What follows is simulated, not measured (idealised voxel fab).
Process module, titled voxel self aligned vias
Section cut is 250 nm wide and gridded with 5 nm square cells.
Think of the cross-section as a grid of square cells. We describe it in bands, top to bottom, and each band covers one or more rows of those cells.
The band entry comprises the height of the band's top followed by the height of its bottom, expressed in nm, and subsequently the band's materials from left to right, each stated together with its width in nm. Where a single material is marked with the word "edge to edge", that material fills the band from edge to edge. The word "air" represents empty space.
Convention: height 0 is the level below which the wafer, as received, is all one material. The lowest band does not terminate at the bottom but continues downward, represented as "0 nm and below".
The two numbers in a width such as "30..40" mark its ends across the band: the first belongs to the top row of cells, the second to the bottom row, and from each row to the next the width moves by the same amount.
You'll sometimes find "no change" written for a step, and that's the way of saying that nowhere in the cross-section did a cell change during that step.
The entry "Sealed void inventory" lists the empty spaces that cover at least 8 cells and have no open path to the top. Each is written as width x height at distance, where the distance is measured from the left edge and all three values are in nm.
It should be noted that, on the line of a given step, the content following the step's settings is a remark produced by the simulator itself with respect to that step.
overlay nm: right-of-plan distance of the mask on a masked step; negative values mean left-of-plan.
[Steps in the process plan]
- 1: RECEIVE [material Si]
- 2: CONFORMAL_DEP [material SiO2] [thk nm 15]
- 3: CONFORMAL_DEP [material SiCN] [thk nm 5]
- 4: DIRECTIONAL_DEP [material SiO2] [thk nm 20]
- 5: MASKED_ETCH [tone open] [mask id LINES] [width nm 20] [pitch nm 60] [etch materials SiO2] [depth nm 20] [overlay nm 0]
- 6: CONFORMAL_DEP [material TiN] [thk nm 5]
- 7: FILL_DEP [material Ru] [thk nm 5]
- 8: CMP [height nm 40]
- 9: SELECTIVE_ETCH [etch materials W Ru TiN] [depth nm 10]
- 10: FILL_DEP [material SiN] [thk nm 5]
- 11: CMP [height nm 40]
- 12: DIRECTIONAL_DEP [material SiO2] [thk nm 15]
- 13: PATTERN [tone open] [mask id VIAS] [material resist] [width nm 30] [pitch nm 120] [thk nm 20] [overlay nm 0]
- 14: DIRECTIONAL_ETCH [etch materials SiO2] [depth nm 15]
- 15: DIRECTIONAL_ETCH [etch materials SiN] [depth nm 10]
- 16: STRIP [etch materials resist]
- 17: CONFORMAL_DEP [material TiN] [thk nm 5]
- 18: FILL_DEP [material Ru] [thk nm 10]
- 19: CMP [height nm 55]
- 20: CONFORMAL_DEP [material SiN] [thk nm 5]
[First wafer out of two, processed as planned]
[Here's what the wafer looked like in cross-section when it arrived - that's after step 1]
> 0 nm and below = Si edge to edge
> Sealed void inventory: none
[Wafer section view after processing step 2]
> 15 nm to 0 nm = SiO2 edge to edge
> Below 0, the layers are the same as they were.
[Wafer section view after processing step 3]
> 20 nm to 15 nm = SiCN edge to edge
> Below 15, the layers are the same as they were.
[Wafer section view after processing step 4]
> 40 nm to 20 nm = SiO2 edge to edge
> Below 20, the layers are the same as they were.
[Wafer section view after processing step 5]
> 40 nm to 20 nm = SiO2: 55 / air: 20 / SiO2: 40 / air: 20 / SiO2: 40 / air: 20 / SiO2: 55
> Below 20, the layers are the same as they were.
[Wafer section view after processing step 6]
> 45 nm to 40 nm = TiN: 60 / air: 10 / TiN: 50 / air: 10 / TiN: 50 / air: 10 / TiN: 60
> 40 nm to 25 nm = SiO2: 55 / TiN: 5 / air: 10 / TiN: 5 / SiO2: 40 / TiN: 5 / air: 10 / TiN: 5 / SiO2: 40 / TiN: 5 / air: 10 / TiN: 5 / SiO2: 55
> 25 nm to 20 nm = SiO2: 55 / TiN: 20 / SiO2: 40 / TiN: 20 / SiO2: 40 / TiN: 20 / SiO2: 55
> Below 20, the layers are the same as they were.
[Wafer section view after processing step 7]
> 50 nm to 45 nm = Ru edge to edge
> 45 nm to 40 nm = TiN: 60 / Ru: 10 / TiN: 50 / Ru: 10 / TiN: 50 / Ru: 10 / TiN: 60
> 40 nm to 25 nm = SiO2: 55 / TiN: 5 / Ru: 10 / TiN: 5 / SiO2: 40 / TiN: 5 / Ru: 10 / TiN: 5 / SiO2: 40 / TiN: 5 / Ru: 10 / TiN: 5 / SiO2: 55
> Below 25, the layers are the same as they were.
[Wafer section view after processing step 8]
> 40 nm to 25 nm = SiO2: 55 / TiN: 5 / Ru: 10 / TiN: 5 / SiO2: 40 / TiN: 5 / Ru: 10 / TiN: 5 / SiO2: 40 / TiN: 5 / Ru: 10 / TiN: 5 / SiO2: 55
> Below 25, the layers are the same as they were.
[Wafer section view after processing step 9]
> 40 nm to 30 nm = SiO2: 55 / air: 20 / SiO2: 40 / air: 20 / SiO2: 40 / air: 20 / SiO2: 55
> Below 30, the layers are the same as they were.
[Wafer section view after processing step 10]
> 45 nm to 40 nm = SiN edge to edge
> 40 nm to 30 nm = SiO2: 55 / SiN: 20 / SiO2: 40 / SiN: 20 / SiO2: 40 / SiN: 20 / SiO2: 55
> Below 30, the layers are the same as they were.
[Wafer section view after processing step 11]
> 40 nm to 30 nm = SiO2: 55 / SiN: 20 / SiO2: 40 / SiN: 20 / SiO2: 40 / SiN: 20 / SiO2: 55
> Below 30, the layers are the same as they were.
[Wafer section view after processing step 12]
> 55 nm to 40 nm = SiO2 edge to edge
> Below 40, the layers are the same as they were.
[Wafer section view after processing step 13]
> 75 nm to 55 nm = resist: 50 / air: 30 / resist: 90 / air: 30 / resist: 50
> Below 55, the layers are the same as they were.
[Wafer section view after processing step 14]
> 75 nm to 55 nm = resist: 50 / air: 30 / resist: 90 / air: 30 / resist: 50
> 55 nm to 40 nm = SiO2: 50 / air: 30 / SiO2: 90 / air: 30 / SiO2: 50
> Below 40, the layers are the same as they were.
[Wafer section view after processing step 15]
> 75 nm to 55 nm = resist: 50 / air: 30 / resist: 90 / air: 30 / resist: 50
> 55 nm to 40 nm = SiO2: 50 / air: 30 / SiO2: 90 / air: 30 / SiO2: 50
> 40 nm to 30 nm = SiO2: 55 / air: 20 / SiO2: 40 / SiN: 20 / SiO2: 40 / air: 20 / SiO2: 55
> Below 30, the layers are the same as they were.
[Wafer section view after processing step 16]
> 55 nm to 40 nm = SiO2: 50 / air: 30 / SiO2: 90 / air: 30 / SiO2: 50
> Below 40, the layers are the same as they were.
[Wafer section view after processing step 17]
> 60 nm to 55 nm = TiN: 55 / air: 20 / TiN: 100 / air: 20 / TiN: 55
> 55 nm to 45 nm = SiO2: 50 / TiN: 5 / air: 20 / TiN: 5 / SiO2: 90 / TiN: 5 / air: 20 / TiN: 5 / SiO2: 50
> 45 nm to 40 nm = SiO2: 50 / TiN: 10 / air: 10 / TiN: 10 / SiO2: 90 / TiN: 10 / air: 10 / TiN: 10 / SiO2: 50
> 40 nm to 35 nm = SiO2: 55 / TiN: 5 / air: 10 / TiN: 5 / SiO2: 40 / SiN: 20 / SiO2: 40 / TiN: 5 / air: 10 / TiN: 5 / SiO2: 55
> 35 nm to 30 nm = SiO2: 55 / TiN: 20 / SiO2: 40 / SiN: 20 / SiO2: 40 / TiN: 20 / SiO2: 55
> Below 30, the layers are the same as they were.
[Wafer section view after processing step 18]
> 70 nm to 60 nm = Ru edge to edge
> 60 nm to 55 nm = TiN: 55 / Ru: 20 / TiN: 100 / Ru: 20 / TiN: 55
> 55 nm to 45 nm = SiO2: 50 / TiN: 5 / Ru: 20 / TiN: 5 / SiO2: 90 / TiN: 5 / Ru: 20 / TiN: 5 / SiO2: 50
> 45 nm to 40 nm = SiO2: 50 / TiN: 10 / Ru: 10 / TiN: 10 / SiO2: 90 / TiN: 10 / Ru: 10 / TiN: 10 / SiO2: 50
> 40 nm to 35 nm = SiO2: 55 / TiN: 5 / Ru: 10 / TiN: 5 / SiO2: 40 / SiN: 20 / SiO2: 40 / TiN: 5 / Ru: 10 / TiN: 5 / SiO2: 55
> Below 35, the layers are the same as they were.
[Wafer section view after processing step 19]
> 55 nm to 45 nm = SiO2: 50 / TiN: 5 / Ru: 20 / TiN: 5 / SiO2: 90 / TiN: 5 / Ru: 20 / TiN: 5 / SiO2: 50
> Below 45, the layers are the same as they were.
[Wafer section view after processing step 20]
> 60 nm to 55 nm = SiN edge to edge
> Below 55, the layers are the same as they were.
[Second wafer. Start and plan as for the first. One mistake made in running. Agrees with the first up to and including step 4]
[Second wafer cross-section, taken as of the time the plan sets for step 5 to be done]
> 40 nm to 20 nm = SiO2: 65 / air: 20 / SiO2: 40 / air: 20 / SiO2: 40 / air: 20 / SiO2: 45
> Below 20, the layers are the same as they were.
[Second wafer cross-section, taken as of the time the plan sets for step 6 to be done]
> 45 nm to 40 nm = TiN: 70 / air: 10 / TiN: 50 / air: 10 / TiN: 50 / air: 10 / TiN: 50
> 40 nm to 25 nm = SiO2: 65 / TiN: 5 / air: 10 / TiN: 5 / SiO2: 40 / TiN: 5 / air: 10 / TiN: 5 / SiO2: 40 / TiN: 5 / air: 10 / TiN: 5 / SiO2: 45
> 25 nm to 20 nm = SiO2: 65 / TiN: 20 / SiO2: 40 / TiN: 20 / SiO2: 40 / TiN: 20 / SiO2: 45
> Below 20, the layers are the same as they were.
[Second wafer cross-section, taken as of the time the plan sets for step 7 to be done]
> 50 nm to 45 nm = Ru edge to edge
> 45 nm to 40 nm = TiN: 70 / Ru: 10 / TiN: 50 / Ru: 10 / TiN: 50 / Ru: 10 / TiN: 50
> 40 nm to 25 nm = SiO2: 65 / TiN: 5 / Ru: 10 / TiN: 5 / SiO2: 40 / TiN: 5 / Ru: 10 / TiN: 5 / SiO2: 40 / TiN: 5 / Ru: 10 / TiN: 5 / SiO2: 45
> Below 25, the layers are the same as they were.
[Second wafer cross-section, taken as of the time the plan sets for step 8 to be done]
> 40 nm to 25 nm = SiO2: 65 / TiN: 5 / Ru: 10 / TiN: 5 / SiO2: 40 / TiN: 5 / Ru: 10 / TiN: 5 / SiO2: 40 / TiN: 5 / Ru: 10 / TiN: 5 / SiO2: 45
> Below 25, the layers are the same as they were.
[Second wafer cross-section, taken as of the time the plan sets for step 9 to be done]
> 40 nm to 30 nm = SiO2: 65 / air: 20 / SiO2: 40 / air: 20 / SiO2: 40 / air: 20 / SiO2: 45
> Below 30, the layers are the same as they were.
[Second wafer cross-section, taken as of the time the plan sets for step 10 to be done]
> 45 nm to 40 nm = SiN edge to edge
> 40 nm to 30 nm = SiO2: 65 / SiN: 20 / SiO2: 40 / SiN: 20 / SiO2: 40 / SiN: 20 / SiO2: 45
> Below 30, the layers are the same as they were.
[Second wafer cross-section, taken as of the time the plan sets for step 11 to be done]
> 40 nm to 30 nm = SiO2: 65 / SiN: 20 / SiO2: 40 / SiN: 20 / SiO2: 40 / SiN: 20 / SiO2: 45
> Below 30, the layers are the same as they were.
[Second wafer cross-section, taken as of the time the plan sets for step 12 to be done]
> 55 nm to 40 nm = SiO2 edge to edge
> Below 40, the layers are the same as they were.
[Second wafer cross-section, taken as of the time the plan sets for step 13 to be done]
> 75 nm to 55 nm = resist: 50 / air: 30 / resist: 90 / air: 30 / resist: 50
> Below 55, the layers are the same as they were.
[Second wafer cross-section, taken as of the time the plan sets for step 14 to be done]
> 75 nm to 55 nm = resist: 50 / air: 30 / resist: 90 / air: 30 / resist: 50
> 55 nm to 40 nm = SiO2: 50 / air: 30 / SiO2: 90 / air: 30 / SiO2: 50
> Below 40, the layers are the same as they were.
[Second wafer cross-section, taken as of the time the plan sets for step 15 to be done]
> 75 nm to 55 nm = resist: 50 / air: 30 / resist: 90 / air: 30 / resist: 50
> 55 nm to 40 nm = SiO2: 50 / air: 30 / SiO2: 90 / air: 30 / SiO2: 50
> 40 nm to 30 nm = SiO2: 65 / air: 15 / SiN: 5 / SiO2: 40 / SiN: 20 / SiO2: 40 / air: 15 / SiN: 5 / SiO2: 45
> Below 30, the layers are the same as they were.
[Second wafer cross-section, taken as of the time the plan sets for step 16 to be done]
> 55 nm to 40 nm = SiO2: 50 / air: 30 / SiO2: 90 / air: 30 / SiO2: 50
> Below 40, the layers are the same as they were.
[Second wafer cross-section, taken as of the time the plan sets for step 17 to be done]
> 60 nm to 55 nm = TiN: 55 / air: 20 / TiN: 100 / air: 20 / TiN: 55
> 55 nm to 45 nm = SiO2: 50 / TiN: 5 / air: 20 / TiN: 5 / SiO2: 90 / TiN: 5 / air: 20 / TiN: 5 / SiO2: 50
> 45 nm to 40 nm = SiO2: 50 / TiN: 20 / air: 5 / TiN: 5 / SiO2: 90 / TiN: 20 / air: 5 / TiN: 5 / SiO2: 50
> 40 nm to 35 nm = SiO2: 65 / TiN: 5 / air: 5 / TiN: 5 / SiN: 5 / SiO2: 40 / SiN: 20 / SiO2: 40 / TiN: 5 / air: 5 / TiN: 5 / SiN: 5 / SiO2: 45
> 35 nm to 30 nm = SiO2: 65 / TiN: 15 / SiN: 5 / SiO2: 40 / SiN: 20 / SiO2: 40 / TiN: 15 / SiN: 5 / SiO2: 45
> Below 30, the layers are the same as they were.
[Second wafer cross-section, taken as of the time the plan sets for step 18 to be done]
> 70 nm to 60 nm = Ru edge to edge
> 60 nm to 55 nm = TiN: 55 / Ru: 20 / TiN: 100 / Ru: 20 / TiN: 55
> 55 nm to 45 nm = SiO2: 50 / TiN: 5 / Ru: 20 / TiN: 5 / SiO2: 90 / TiN: 5 / Ru: 20 / TiN: 5 / SiO2: 50
> 45 nm to 40 nm = SiO2: 50 / TiN: 20 / Ru: 5 / TiN: 5 / SiO2: 90 / TiN: 20 / Ru: 5 / TiN: 5 / SiO2: 50
> 40 nm to 35 nm = SiO2: 65 / TiN: 5 / Ru: 5 / TiN: 5 / SiN: 5 / SiO2: 40 / SiN: 20 / SiO2: 40 / TiN: 5 / Ru: 5 / TiN: 5 / SiN: 5 / SiO2: 45
> Below 35, the layers are the same as they were.
[Second wafer cross-section, taken as of the time the plan sets for step 19 to be done]
> 55 nm to 45 nm = SiO2: 50 / TiN: 5 / Ru: 20 / TiN: 5 / SiO2: 90 / TiN: 5 / Ru: 20 / TiN: 5 / SiO2: 50
> Below 45, the layers are the same as they were.
[Second wafer cross-section, taken as of the time the plan sets for step 20 to be done]
> 60 nm to 55 nm = SiN edge to edge
> Below 55, the layers are the same as they were.
Deviation from plan: rather than as planned, step 5 actually ran as MASKED_ETCH [tone open] [mask id LINES] [width nm 20] [pitch nm 60] [etch materials SiO2] [depth nm 20] [overlay nm 10]
at the end the second wafer has, in cells: Ru: 4 fewer; SiN: 4 more
